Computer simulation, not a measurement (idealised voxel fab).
process module | voxel transistor to metal
cross-section cut | 295 nm wide | cells 5 nm
A cross-section is a grid of square cells, given in bands from the top down. A band is one or more rows of cells.
Each band's line starts with the height of the band's top and of its bottom, in nm. Then come its materials from left to right, each with its width in nm. One material with "throughout" fills the band from edge to edge. "air" is empty space.
Height 0 is the level under which the wafer as received is all one material. The lowest band goes on downwards, as in "0 down".
A width such as "30 to 40" changes by the same amount from each row of cells to the next, from the band's top row to its bottom row.
"no change" after a step means that no cell of the cross-section changed.
closed voids: empty space of 8 cells or more with no open way to the top, each as width x height at its distance from the left edge, in nm
after a step's settings: what the simulator itself notes on the step
overlay nm, on a step with a mask: how far to the right of its planned place the mask lay; to the left if negative
plan
1 op RECEIVE | material Si
2 op CONFORMAL_DEP | material SiO2 | thk nm 5
3 op CONFORMAL_DEP | material SiN | thk nm 10
4 op MASKED_ETCH | tone cover | mask id ACTIVE | width nm 115 | pitch nm 135 | etch materials SiN | depth nm 10 | overlay nm 0
5 op MASKED_ETCH | tone cover | mask id ACTIVE | width nm 115 | pitch nm 135 | etch materials SiO2 | depth nm 5 | overlay nm 0
6 op MASKED_ETCH | tone cover | mask id ACTIVE | width nm 115 | pitch nm 135 | etch materials Si | depth nm 20 | overlay nm 0
7 op FILL_DEP | material SiO2 | thk nm 15
8 op CMP | height nm 15
9 op SELECTIVE_ETCH | etch materials SiO2 | depth nm 10
10 op STRIP | etch materials SiN
11 op SELECTIVE_ETCH | etch materials SiO2 | depth nm 5
12 op OXIDIZE | depth nm 5
13 op DIRECTIONAL_DEP | material polySi | thk nm 30
14 op DIRECTIONAL_DEP | material SiCN | thk nm 15
15 op DIRECTIONAL_DEP | material aC | thk nm 15
16 op PATTERN | tone cover | mask id GATE | material resist | width nm 25 | pitch nm 135 | thk nm 35 | overlay nm 0
17 op DIRECTIONAL_ETCH | etch materials aC | depth nm 15
18 op STRIP | etch materials resist
19 op DIRECTIONAL_ETCH | etch materials SiCN | depth nm 25
20 op DIRECTIONAL_ETCH | etch materials polySi | depth nm 40
21 op STRIP | etch materials aC
22 op CONFORMAL_DEP | material SiO2 | thk nm 5
23 op DIRECTIONAL_ETCH | etch materials SiO2 | depth nm 5
24 op CONFORMAL_DEP | material SiN | thk nm 10
25 op DIRECTIONAL_ETCH | etch materials SiN | depth nm 10
26 op DIRECTIONAL_ETCH | etch materials SiO2 | depth nm 5
27 op DIRECTIONAL_ETCH | etch materials Si | depth nm 10
28 op EPI | material SiGe | thk nm 10
29 op FILL_DEP | material SiO2 | thk nm 5
30 op CMP | height nm 30
31 op STRIP | etch materials polySi
32 op SELECTIVE_ETCH | etch materials SiO2 | depth nm 5
33 op CONFORMAL_DEP | material HfO2 | thk nm 5
34 op CONFORMAL_DEP | material TiN | thk nm 5
35 op FILL_DEP | material W | thk nm 10
36 op CMP | height nm 25
37 op DIRECTIONAL_DEP | material SiO2 | thk nm 10
38 op MASKED_ETCH | tone open | mask id CONTACT | width nm 20 | etch materials SiO2 | depth nm 40 | overlay nm 0
39 op CONFORMAL_DEP | material TiN | thk nm 5
40 op FILL_DEP | material W | thk nm 5
41 op CMP | height nm 35
42 op CONFORMAL_DEP | material SiN | thk nm 5
43 op DIRECTIONAL_DEP | material lowk | thk nm 15
44 op MASKED_ETCH | tone open | mask id METAL_1 | width nm 20 | etch materials lowk | depth nm 15 | overlay nm 0
45 op MASKED_ETCH | tone open | mask id METAL_1 | width nm 20 | etch materials SiN | depth nm 5 | overlay nm 0
46 op CONFORMAL_DEP | material TiN | thk nm 5
47 op FILL_DEP | material Cu | thk nm 10
48 op CMP | height nm 55
49 op CONFORMAL_DEP | material SiCN | thk nm 5
50 op DIRECTIONAL_DEP | material lowk | thk nm 30
51 op DIRECTIONAL_DEP | material aC | thk nm 10
52 op PATTERN | tone open | mask id METAL_2_HOLES | material resist | width nm 15 | pitch nm 135 | thk nm 30 | overlay nm 0
53 op DIRECTIONAL_ETCH | etch materials aC | depth nm 10
54 op STRIP | etch materials resist
55 op DIRECTIONAL_ETCH | etch materials lowk | depth nm 30
56 op STRIP | etch materials aC
57 op PATTERN | tone open | mask id METAL_2 | material resist | width nm 20 | pitch nm 135 | thk nm 15 | overlay nm 0
58 op DIRECTIONAL_ETCH | etch materials lowk | depth nm 15
59 op DIRECTIONAL_ETCH | etch materials SiCN | depth nm 5
60 op STRIP | etch materials resist
61 op CONFORMAL_DEP | material TiN | thk nm 5
62 op FILL_DEP | material Ru | thk nm 10
63 op CMP | height nm 90
64 op CONFORMAL_DEP | material SiCN | thk nm 5
as received, after step 1
  0 down: Si throughout
  closed voids: none
a wafer at the end: this start, this plan, one mistake
  95 to 90: SiCN throughout
  90 to 80: lowk 25 | TiN 5 | Ru 10 | TiN 5 | lowk 115 | TiN 5 | Ru 10 | TiN 5 | lowk 115
  80 to 75: lowk 25 | TiN 5 | Ru 5 | TiN 10 | lowk 115 | TiN 5 | Ru 5 | TiN 10 | lowk 115
  75 to 60: lowk 25 | TiN 5 | Ru 5 | TiN 5 | lowk 120 | TiN 5 | Ru 5 | TiN 5 | lowk 120
  60 to 55: SiCN 25 | TiN 15 | SiCN 120 | TiN 15 | SiCN 120
  55 to 40: lowk 25 | TiN 5 | Cu 10 | TiN 5 | lowk 65 | TiN 5 | Cu 10 | TiN 5 | lowk 30 | TiN 5 | Cu 10 | TiN 5 | lowk 65 | TiN 5 | Cu 10 | TiN 5 | lowk 30
  40 to 35: SiN 25 | TiN 20 | SiN 65 | TiN 20 | SiN 30 | TiN 20 | SiN 65 | TiN 20 | SiN 30
  35 to 25: SiO2 25 | TiN 5 | W 10 | TiN 5 | SiO2 65 | TiN 5 | W 10 | TiN 5 | SiO2 30 | TiN 5 | W 10 | TiN 5 | SiO2 65 | TiN 5 | W 10 | TiN 5 | SiO2 30
  25 to 5: SiO2 25 | TiN 5 | W 10 | TiN 5 | SiO2 15 | HfO2 5 | TiN 5 | W 15 | TiN 5 | HfO2 5 | SiO2 15 | TiN 5 | W 10 | TiN 5 | SiO2 30 | TiN 5 | W 10 | TiN 5 | SiO2 15 | HfO2 5 | TiN 5 | W 15 | TiN 5 | HfO2 5 | SiO2 15 | TiN 5 | W 10 | TiN 5 | SiO2 30
  5 to 0: SiO2 25 | TiN 5 | W 10 | TiN 5 | SiO2 5 | SiGe 10 | HfO2 5 | TiN 25 | HfO2 5 | SiGe 10 | SiO2 5 | TiN 5 | W 10 | TiN 5 | SiO2 30 | TiN 5 | W 10 | TiN 5 | SiO2 5 | SiGe 10 | HfO2 5 | TiN 25 | HfO2 5 | SiGe 10 | SiO2 5 | TiN 5 | W 10 | TiN 5 | SiO2 30
  0 to -5: SiO2 25 | TiN 20 | SiO2 5 | SiGe 10 | HfO2 35 | SiGe 10 | SiO2 5 | TiN 20 | SiO2 30 | TiN 20 | SiO2 5 | SiGe 10 | HfO2 35 | SiGe 10 | SiO2 5 | TiN 20 | SiO2 30
  -5 to -15: SiO2 20 | SiGe 40 | Si 35 | SiGe 40 | SiO2 20 | SiGe 40 | Si 35 | SiGe 40 | SiO2 25
  -15 to -20: SiO2 20 | Si 115 | SiO2 20 | Si 115 | SiO2 25
  -20 down: Si throughout
  closed voids: none
what went wrong: step 24 was left out
